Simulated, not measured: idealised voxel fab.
Process module heading - voxel gate over fins
The figure presents cross-section cut, which has a width of 245 nm and is divided into square cells with an edge length of 5 nm.
Cross-section layout: square cells on a grid; listed as bands, top to bottom; a band spans one or more cell rows.
Band entry format. Leading values: height of top, height of bottom, nm. Remainder: materials in left-to-right order, each with its width in nm. Special words: "all across" on a single material, which then fills the band edge to edge; "empty", empty space.
Heights are expressed relative to 0, this being the level below which the as-received wafer comprises one material exclusively. The lowest band is unbounded in the downward direction and is denoted as in "0..down".
So if you see something like "30 to 40" for the width, read it as the top row of the band sitting at the first number and the bottom row at the second, with every row in between moving by the same amount as the last.
Where the words "identical to before" appear for a step, the cross-section shows no cell changed by that step; every cell remained as before.
"Unvented internal voids" - sealed voids, min. 8 cells, no opening to top; format: width x height at distance (distance from left edge; nm throughout).
The remark found on a step's line after its settings is issued by the simulator itself and pertains to that step.
overlay nm: where the mask lay relative to plan, measured to the right, on steps with a mask; negatives go left.

# Process steps - plan
1. RECEIVE | material Si
2. CONFORMAL_DEP | material SiN | thk nm 5
3. PATTERN | tone cover | mask id FINS | material resist | width nm 15 | pitch nm 45 | thk nm 20 | overlay nm 0
4. DIRECTIONAL_ETCH | etch materials SiN | depth nm 5
5. DIRECTIONAL_ETCH | etch materials Si | depth nm 40
6. STRIP | etch materials resist
7. FILL_DEP | material SiO2 | thk nm 10
8. CMP | height nm 5
9. SELECTIVE_ETCH | etch materials SiO2 | depth nm 20
10. STRIP | etch materials SiN
11. CONFORMAL_DEP | material HfO2 | thk nm 5
12. CONFORMAL_DEP | material TiN | thk nm 5
13. CONFORMAL_DEP | material TiAl | thk nm 5
14. CONFORMAL_DEP | material TiN | thk nm 5
15. FILL_DEP | material W | thk nm 10
16. CMP | height nm 25
17. CONFORMAL_DEP | material SiN | thk nm 10

# Wafer as received: cross-section following step 1
	0..down = Si all across
	Unvented internal voids: none

# Wafer cross-section at end of module: start and plan as shown above, one execution error
	35..25 = SiN all across
	25..15 = W all across
	15..5 = W: 30 | TiN: 180 | W: 35
	5..0 = W: 30 | TiN: 10 | HfO2: 25 | TiN: 20 | HfO2: 25 | TiN: 20 | HfO2: 25 | TiN: 20 | HfO2: 25 | TiN: 10 | W: 35
	0..-10 = TiN: 40 | HfO2: 5 | Si: 15 | HfO2: 5 | TiN: 20 | HfO2: 5 | Si: 15 | HfO2: 5 | TiN: 20 | HfO2: 5 | Si: 15 | HfO2: 5 | TiN: 20 | HfO2: 5 | Si: 15 | HfO2: 5 | TiN: 45
	-10..-15 = HfO2: 45 | Si: 15 | HfO2: 30 | Si: 15 | HfO2: 30 | Si: 15 | HfO2: 30 | Si: 15 | HfO2: 50
	-15..-40 = SiO2: 45 | Si: 15 | SiO2: 30 | Si: 15 | SiO2: 30 | Si: 15 | SiO2: 30 | Si: 15 | SiO2: 50
	-40..down = Si all across
	Unvented internal voids: none
Misprocessing identified: step 13 of the plan was excluded from execution and never run
